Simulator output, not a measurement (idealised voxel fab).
The process module that follows is named voxel self aligned contacts.
The cross-section on display is named cut; it measures 285 nm wide, and its cells are 5 nm squares.
Heads up, the way a cross-section reads in here is a grid of square cells, handed over as bands from the top down, with every band being one or more rows of cells. First you get the band's top height and its bottom height, in nm, and then the materials it's made of, left to right, with each width in nm. If you see a single material with "full width", that one covers the band edge to edge. "air" is empty space. Note: height 0 marks the level under which the wafer is uniformly one material as received. Lowest band unbounded below, written "from 0 down". A width such as "30..40" changes by the same amount from each row of cells to the next, from the band's top row to its bottom row. Any step labelled "changes: none" changed none of the cells in the cross-section. "Non-vented voids" contains a list of empty spaces, each no smaller than 8 cells and without an open way to the top, written in the form width x height at distance with the distance from the left edge and all three in nm. after a step's settings: what the simulator itself notes on the step. overlay nm: where the mask lay relative to plan, measured to the right, on steps with a mask; negatives go left.
-- The planned process steps are enumerated hereunder
- 1: op RECEIVE | material Si
- 2: op OXIDIZE | depth nm 5
- 3: op DIRECTIONAL_DEP | material polySi | thk nm 25
- 4: op DIRECTIONAL_DEP | material SiN | thk nm 15
- 5: op DIRECTIONAL_DEP | material aC | thk nm 15
- 6: op PATTERN | tone cover | mask id GATE | material resist | width nm 25 | pitch nm 55 | thk nm 30 | overlay nm 0
- 7: op DIRECTIONAL_ETCH | etch materials aC | depth nm 15
- 8: op STRIP | etch materials resist
- 9: op DIRECTIONAL_ETCH | etch materials SiN | depth nm 15
- 10: op DIRECTIONAL_ETCH | etch materials polySi | depth nm 25
- 11: op STRIP | etch materials aC
- 12: op CONFORMAL_DEP | material SiN | thk nm 5
- 13: op DIRECTIONAL_ETCH | etch materials SiN | depth nm 5
- 14: op FILL_DEP | material SiO2 | thk nm 10
- 15: op CMP | height nm 45
- 16: op MASKED_ETCH | tone open | mask id CONTACT | width nm 40 | pitch nm 55 | etch materials SiO2 | depth nm 50 | overlay nm 0
- 17: op CONFORMAL_DEP | material TiN | thk nm 5
- 18: op FILL_DEP | material W | thk nm 5
- 19: op CMP | height nm 45
- 20: op CONFORMAL_DEP | material SiN | thk nm 5
-- The following pertains to the first of two wafers, which was processed as planned
-- Wafer at receipt (post step 1), cross-section
- from 0 down = Si full width
- Non-vented voids: none
-- State of the wafer after step 2, shown in cross-section
- from 0 to -5 = SiO2 full width
- Heights below -5 show no change.
-- State of the wafer after step 3, shown in cross-section
- from 25 to 0 = polySi full width
- Heights below 0 show no change.
-- State of the wafer after step 4, shown in cross-section
- from 40 to 25 = SiN full width
- Heights below 25 show no change.
-- State of the wafer after step 5, shown in cross-section
- from 55 to 40 = aC full width
- Heights below 40 show no change.
-- State of the wafer after step 6, shown in cross-section
- from 85 to 55 = 75 nm air, 25 nm resist, 30 nm air, 25 nm resist, 30 nm air, 25 nm resist, 75 nm air
- Heights below 55 show no change.
-- State of the wafer after step 7, shown in cross-section
- from 70 to 55 = 75 nm air, 25 nm resist, 30 nm air, 25 nm resist, 30 nm air, 25 nm resist, 75 nm air
- from 55 to 40 = 75 nm air, 25 nm aC, 30 nm air, 25 nm aC, 30 nm air, 25 nm aC, 75 nm air
- Heights below 40 show no change.
-- State of the wafer after step 8, shown in cross-section
- from 55 to 40 = 75 nm air, 25 nm aC, 30 nm air, 25 nm aC, 30 nm air, 25 nm aC, 75 nm air
- Heights below 40 show no change.
-- State of the wafer after step 9, shown in cross-section
- from 55 to 40 = 75 nm air, 25 nm aC, 30 nm air, 25 nm aC, 30 nm air, 25 nm aC, 75 nm air
- from 40 to 25 = 75 nm air, 25 nm SiN, 30 nm air, 25 nm SiN, 30 nm air, 25 nm SiN, 75 nm air
- Heights below 25 show no change.
-- State of the wafer after step 10, shown in cross-section
- from 55 to 40 = 75 nm air, 25 nm aC, 30 nm air, 25 nm aC, 30 nm air, 25 nm aC, 75 nm air
- from 40 to 25 = 75 nm air, 25 nm SiN, 30 nm air, 25 nm SiN, 30 nm air, 25 nm SiN, 75 nm air
- from 25 to 0 = 75 nm air, 25 nm polySi, 30 nm air, 25 nm polySi, 30 nm air, 25 nm polySi, 75 nm air
- Heights below 0 show no change.
-- State of the wafer after step 11, shown in cross-section
- from 40 to 25 = 75 nm air, 25 nm SiN, 30 nm air, 25 nm SiN, 30 nm air, 25 nm SiN, 75 nm air
- Heights below 25 show no change.
-- State of the wafer after step 12, shown in cross-section
- from 45 to 25 = 70 nm air, 35 nm SiN, 20 nm air, 35 nm SiN, 20 nm air, 35 nm SiN, 70 nm air
- from 25 to 5 = 70 nm air, 5 nm SiN, 25 nm polySi, 5 nm SiN, 20 nm air, 5 nm SiN, 25 nm polySi, 5 nm SiN, 20 nm air, 5 nm SiN, 25 nm polySi, 5 nm SiN, 70 nm air
- from 5 to 0 = 75 nm SiN, 25 nm polySi, 30 nm SiN, 25 nm polySi, 30 nm SiN, 25 nm polySi, 75 nm SiN
- Heights below 0 show no change.
-- State of the wafer after step 13, shown in cross-section
- from 40 to 25 = 70 nm air, 35 nm SiN, 20 nm air, 35 nm SiN, 20 nm air, 35 nm SiN, 70 nm air
- from 25 to 0 = 70 nm air, 5 nm SiN, 25 nm polySi, 5 nm SiN, 20 nm air, 5 nm SiN, 25 nm polySi, 5 nm SiN, 20 nm air, 5 nm SiN, 25 nm polySi, 5 nm SiN, 70 nm air
- Heights below 0 show no change.
-- State of the wafer after step 14, shown in cross-section
- from 50 to 40 = SiO2 full width
- from 40 to 25 = 70 nm SiO2, 35 nm SiN, 20 nm SiO2, 35 nm SiN, 20 nm SiO2, 35 nm SiN, 70 nm SiO2
- from 25 to 0 = 70 nm SiO2, 5 nm SiN, 25 nm polySi, 5 nm SiN, 20 nm SiO2, 5 nm SiN, 25 nm polySi, 5 nm SiN, 20 nm SiO2, 5 nm SiN, 25 nm polySi, 5 nm SiN, 70 nm SiO2
- Heights below 0 show no change.
-- State of the wafer after step 15, shown in cross-section
- from 45 to 40 = SiO2 full width
- Heights below 40 show no change.
-- State of the wafer after step 16, shown in cross-section
- from 45 to 40 = 95 nm SiO2, 40 nm air, 15 nm SiO2, 40 nm air, 95 nm SiO2
- from 40 to 25 = 70 nm SiO2, 35 nm SiN, 20 nm air, 35 nm SiN, 20 nm air, 35 nm SiN, 70 nm SiO2
- from 25 to 0 = 70 nm SiO2, 5 nm SiN, 25 nm polySi, 5 nm SiN, 20 nm air, 5 nm SiN, 25 nm polySi, 5 nm SiN, 20 nm air, 5 nm SiN, 25 nm polySi, 5 nm SiN, 70 nm SiO2
- from 0 to -5 = 105 nm SiO2, 20 nm air, 35 nm SiO2, 20 nm air, 105 nm SiO2
- Heights below -5 show no change.
-- State of the wafer after step 17, shown in cross-section
- from 50 to 45 = 100 nm TiN, 30 nm air, 25 nm TiN, 30 nm air, 100 nm TiN
- from 45 to 40 = 95 nm SiO2, 15 nm TiN, 10 nm air, 15 nm TiN, 15 nm SiO2, 15 nm TiN, 10 nm air, 15 nm TiN, 95 nm SiO2
- from 40 to 25 = 70 nm SiO2, 35 nm SiN, 5 nm TiN, 10 nm air, 5 nm TiN, 35 nm SiN, 5 nm TiN, 10 nm air, 5 nm TiN, 35 nm SiN, 70 nm SiO2
- from 25 to 0 = 70 nm SiO2, 5 nm SiN, 25 nm polySi, 5 nm SiN, 5 nm TiN, 10 nm air, 5 nm TiN, 5 nm SiN, 25 nm polySi, 5 nm SiN, 5 nm TiN, 10 nm air, 5 nm TiN, 5 nm SiN, 25 nm polySi, 5 nm SiN, 70 nm SiO2
- from 0 to -5 = 105 nm SiO2, 20 nm TiN, 35 nm SiO2, 20 nm TiN, 105 nm SiO2
- Heights below -5 show no change.
-- State of the wafer after step 18, shown in cross-section
- from 55 to 50 = W full width
- from 50 to 45 = 100 nm TiN, 30 nm W, 25 nm TiN, 30 nm W, 100 nm TiN
- from 45 to 40 = 95 nm SiO2, 15 nm TiN, 10 nm W, 15 nm TiN, 15 nm SiO2, 15 nm TiN, 10 nm W, 15 nm TiN, 95 nm SiO2
- from 40 to 25 = 70 nm SiO2, 35 nm SiN, 5 nm TiN, 10 nm W, 5 nm TiN, 35 nm SiN, 5 nm TiN, 10 nm W, 5 nm TiN, 35 nm SiN, 70 nm SiO2
- from 25 to 0 = 70 nm SiO2, 5 nm SiN, 25 nm polySi, 5 nm SiN, 5 nm TiN, 10 nm W, 5 nm TiN, 5 nm SiN, 25 nm polySi, 5 nm SiN, 5 nm TiN, 10 nm W, 5 nm TiN, 5 nm SiN, 25 nm polySi, 5 nm SiN, 70 nm SiO2
- Heights below 0 show no change.
-- State of the wafer after step 19, shown in cross-section
- from 45 to 40 = 95 nm SiO2, 15 nm TiN, 10 nm W, 15 nm TiN, 15 nm SiO2, 15 nm TiN, 10 nm W, 15 nm TiN, 95 nm SiO2
- Heights below 40 show no change.
-- State of the wafer after step 20, shown in cross-section
- from 50 to 45 = SiN full width
- Heights below 45 show no change.
-- What follows concerns the second wafer, which started out like the first and was meant to follow the very same plan; one mistake crept in when it was run, but everything up to and including step 11 is the same as for the first wafer
Second wafer, sectioned view, at step 12's planned end time: changes: none
-- Second wafer, sectioned view, at step 13's planned end time
- from 35 to 25 = 75 nm air, 25 nm SiN, 30 nm air, 25 nm SiN, 30 nm air, 25 nm SiN, 75 nm air
- Heights below 25 show no change.
-- Second wafer, sectioned view, at step 14's planned end time
- from 45 to 35 = SiO2 full width
- from 35 to 25 = 75 nm SiO2, 25 nm SiN, 30 nm SiO2, 25 nm SiN, 30 nm SiO2, 25 nm SiN, 75 nm SiO2
- from 25 to 0 = 75 nm SiO2, 25 nm polySi, 30 nm SiO2, 25 nm polySi, 30 nm SiO2, 25 nm polySi, 75 nm SiO2
- Heights below 0 show no change.
Second wafer, sectioned view, at step 15's planned end time: changes: none
-- Second wafer, sectioned view, at step 16's planned end time
- from 45 to 35 = 95 nm SiO2, 40 nm air, 15 nm SiO2, 40 nm air, 95 nm SiO2
- from 35 to 25 = 75 nm SiO2, 25 nm SiN, 30 nm air, 25 nm SiN, 30 nm air, 25 nm SiN, 75 nm SiO2
- from 25 to 0 = 75 nm SiO2, 25 nm polySi, 30 nm air, 25 nm polySi, 30 nm air, 25 nm polySi, 75 nm SiO2
- from 0 to -5 = 100 nm SiO2, 30 nm air, 25 nm SiO2, 30 nm air, 100 nm SiO2
- Heights below -5 show no change.
-- Second wafer, sectioned view, at step 17's planned end time
- from 50 to 45 = 100 nm TiN, 30 nm air, 25 nm TiN, 30 nm air, 100 nm TiN
- from 45 to 35 = 95 nm SiO2, 5..10 nm TiN, 30..20 nm air, 5..10 nm TiN, 15 nm SiO2, 5..10 nm TiN, 30..20 nm air, 5..10 nm TiN, 95 nm SiO2
- from 35 to 25 = 75 nm SiO2, 25 nm SiN, 5 nm TiN, 20 nm air, 5 nm TiN, 25 nm SiN, 5 nm TiN, 20 nm air, 5 nm TiN, 25 nm SiN, 75 nm SiO2
- from 25 to 0 = 75 nm SiO2, 25 nm polySi, 5 nm TiN, 20 nm air, 5 nm TiN, 25 nm polySi, 5 nm TiN, 20 nm air, 5 nm TiN, 25 nm polySi, 75 nm SiO2
- from 0 to -5 = 100 nm SiO2, 30 nm TiN, 25 nm SiO2, 30 nm TiN, 100 nm SiO2
- Heights below -5 show no change.
-- Second wafer, sectioned view, at step 18's planned end time
- from 55 to 50 = W full width
- from 50 to 45 = 100 nm TiN, 30 nm W, 25 nm TiN, 30 nm W, 100 nm TiN
- from 45 to 35 = 95 nm SiO2, 5..10 nm TiN, 30..20 nm W, 5..10 nm TiN, 15 nm SiO2, 5..10 nm TiN, 30..20 nm W, 5..10 nm TiN, 95 nm SiO2
- from 35 to 25 = 75 nm SiO2, 25 nm SiN, 5 nm TiN, 20 nm W, 5 nm TiN, 25 nm SiN, 5 nm TiN, 20 nm W, 5 nm TiN, 25 nm SiN, 75 nm SiO2
- from 25 to 0 = 75 nm SiO2, 25 nm polySi, 5 nm TiN, 20 nm W, 5 nm TiN, 25 nm polySi, 5 nm TiN, 20 nm W, 5 nm TiN, 25 nm polySi, 75 nm SiO2
- Heights below 0 show no change.
-- Second wafer, sectioned view, at step 19's planned end time
- from 45 to 35 = 95 nm SiO2, 5..10 nm TiN, 30..20 nm W, 5..10 nm TiN, 15 nm SiO2, 5..10 nm TiN, 30..20 nm W, 5..10 nm TiN, 95 nm SiO2
- Heights below 35 show no change.
-- Second wafer, sectioned view, at step 20's planned end time
- from 50 to 45 = SiN full width
- Heights below 45 show no change.
Finding, execution versus plan: step 12 of the plan was jumped over and never run
Cell-count delta at end, second wafer over first, by material: SiN: 63 fewer, SiO2: 23 more, W: 40 more
